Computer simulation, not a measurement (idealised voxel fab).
process module | voxel wiring stack
cross-section cut | 175 nm wide | cells 5 nm
A cross-section is a grid of square cells, given in bands from the top down. A band is one or more rows of cells.
Each band's line starts with the height of the band's top and of its bottom, in nm. Then come its materials from left to right, each with its width in nm. One material with "throughout" fills the band from edge to edge. "air" is empty space.
Height 0 is the level under which the wafer as received is all one material. The lowest band goes on downwards, as in "0 down".
A width such as "30 to 40" changes by the same amount from each row of cells to the next, from the band's top row to its bottom row.
"no change" after a step means that no cell of the cross-section changed.
closed voids: empty space of 8 cells or more with no open way to the top, each as width x height at its distance from the left edge, in nm
after a step's settings: what the simulator itself notes on the step
overlay nm, on a step with a mask: how far to the right of its planned place the mask lay; to the left if negative
plan
1 op RECEIVE | material Si
2 op CONFORMAL_DEP | material SiO2 | thk nm 15
3 op DIRECTIONAL_DEP | material TiN | thk nm 5
4 op DIRECTIONAL_DEP | material Ru | thk nm 15
5 op MASKED_ETCH | tone cover | mask id METAL_1 | width nm 25 | pitch nm 55 | etch materials Ru | depth nm 15 | overlay nm 0
6 op MASKED_ETCH | tone cover | mask id METAL_1 | width nm 25 | pitch nm 55 | etch materials TiN | depth nm 5 | overlay nm 0
7 op FILL_DEP | material lowk | thk nm 5
8 op CMP | height nm 35
9 op CONFORMAL_DEP | material SiCN | thk nm 5
10 op DIRECTIONAL_DEP | material lowk | thk nm 10
11 op DIRECTIONAL_DEP | material aC | thk nm 15
12 op PATTERN | tone open | mask id PLUG_1 | material resist | width nm 15 | pitch nm 55 | thk nm 30 | overlay nm 0
13 op DIRECTIONAL_ETCH | etch materials aC | depth nm 15
14 op STRIP | etch materials resist
15 op DIRECTIONAL_ETCH | etch materials lowk | depth nm 10
16 op DIRECTIONAL_ETCH | etch materials SiCN | depth nm 5
17 op STRIP | etch materials aC
18 op CONFORMAL_DEP | material TiN | thk nm 5
19 op FILL_DEP | material Ru | thk nm 5
20 op CMP | height nm 50
21 op CONFORMAL_DEP | material SiCN | thk nm 5
22 op DIRECTIONAL_DEP | material SiO2 | thk nm 15
23 op PATTERN | tone open | mask id METAL_2 | material resist | width nm 25 | pitch nm 55 | thk nm 15 | overlay nm 0
24 op DIRECTIONAL_ETCH | etch materials SiO2 | depth nm 15
25 op DIRECTIONAL_ETCH | etch materials SiCN | depth nm 5
26 op STRIP | etch materials resist
27 op CONFORMAL_DEP | material TiN | thk nm 5
28 op FILL_DEP | material Ru | thk nm 5
29 op CMP | height nm 70
30 op CONFORMAL_DEP | material SiCN | thk nm 5
31 op DIRECTIONAL_DEP | material SiO2 | thk nm 30
32 op MASKED_ETCH | tone open | mask id METAL_3_HOLES | width nm 15 | etch materials SiO2 | depth nm 30 | overlay nm 0
33 op MASKED_ETCH | tone open | mask id METAL_3 | width nm 25 | pitch nm 55 | etch materials SiO2 | depth nm 15 | overlay nm 0
34 op MASKED_ETCH | tone open | mask id METAL_3 | width nm 25 | pitch nm 55 | etch materials SiCN | depth nm 5 | overlay nm 0
35 op CONFORMAL_DEP | material TiN | thk nm 5
36 op FILL_DEP | material Ru | thk nm 5
37 op CMP | height nm 105
38 op CONFORMAL_DEP | material SiCN | thk nm 5
as received, after step 1
  0 down: Si throughout
  closed voids: none
first wafer at the end, as planned
  110 to 105: SiCN throughout
  105 to 95: SiO2 45 | TiN 5 | Ru 15 | TiN 5 | SiO2 30 | TiN 5 | Ru 15 | TiN 5 | SiO2 50
  95 to 90: SiO2 45 | TiN 5 | Ru 5 | TiN 15 | SiO2 30 | TiN 25 | SiO2 50
  90 to 75: SiO2 45 | TiN 5 | Ru 5 | TiN 5 | SiO2 115
  75 to 70: SiCN 45 | TiN 15 | SiCN 115
  70 to 55: SiO2 45 | TiN 5 | Ru 15 | TiN 5 | SiO2 30 | TiN 5 | Ru 15 | TiN 5 | SiO2 50
  55 to 50: SiCN 45 | TiN 25 | SiCN 30 | TiN 25 | SiCN 50
  50 to 40: lowk 45 | TiN 5 | Ru 5 | TiN 5 | lowk 40 | TiN 5 | Ru 5 | TiN 5 | lowk 60
  40 to 35: SiCN 45 | TiN 15 | SiCN 40 | TiN 15 | SiCN 60
  35 to 20: lowk 45 | Ru 25 | lowk 30 | Ru 25 | lowk 50
  20 to 15: lowk 45 | TiN 25 | lowk 30 | TiN 25 | lowk 50
  15 to 0: SiO2 throughout
  0 down: Si throughout
  closed voids: none
second wafer at the end: like start, like plan, one mistake
  110 to 105: SiCN throughout
  105 to 95: SiO2 45 | TiN 5 | Ru 15 | TiN 5 | SiO2 30 | TiN 5 | Ru 15 | TiN 5 | SiO2 50
  95 to 90: SiO2 45 | TiN 5 | Ru 5 | TiN 15 | SiO2 30 | TiN 25 | SiO2 50
  90 to 75: SiO2 45 | TiN 5 | Ru 5 | TiN 5 | SiO2 115
  75 to 70: SiCN 45 | TiN 15 | SiCN 115
  70 to 55: SiO2 45 | TiN 5 | Ru 15 | TiN 5 | SiO2 30 | TiN 5 | Ru 15 | TiN 5 | SiO2 50
  55 to 50: SiCN 45 | TiN 25 | SiCN 30 | TiN 25 | SiCN 50
  50 to 40: lowk 50 | Ru 5 | lowk 50 | Ru 5 | lowk 65
  40 to 35: SiCN 45 | lowk 15 | SiCN 40 | lowk 15 | SiCN 60
  35 to 20: lowk 45 | Ru 25 | lowk 30 | Ru 25 | lowk 50
  20 to 15: lowk 45 | TiN 25 | lowk 30 | TiN 25 | lowk 50
  15 to 0: SiO2 throughout
  0 down: Si throughout
  closed voids: none
what went wrong: step 18 ran as: op CONFORMAL_DEP | material lowk | thk nm 5
at the end the second wafer has, in cells: 14 fewer of TiN | 14 more of lowk
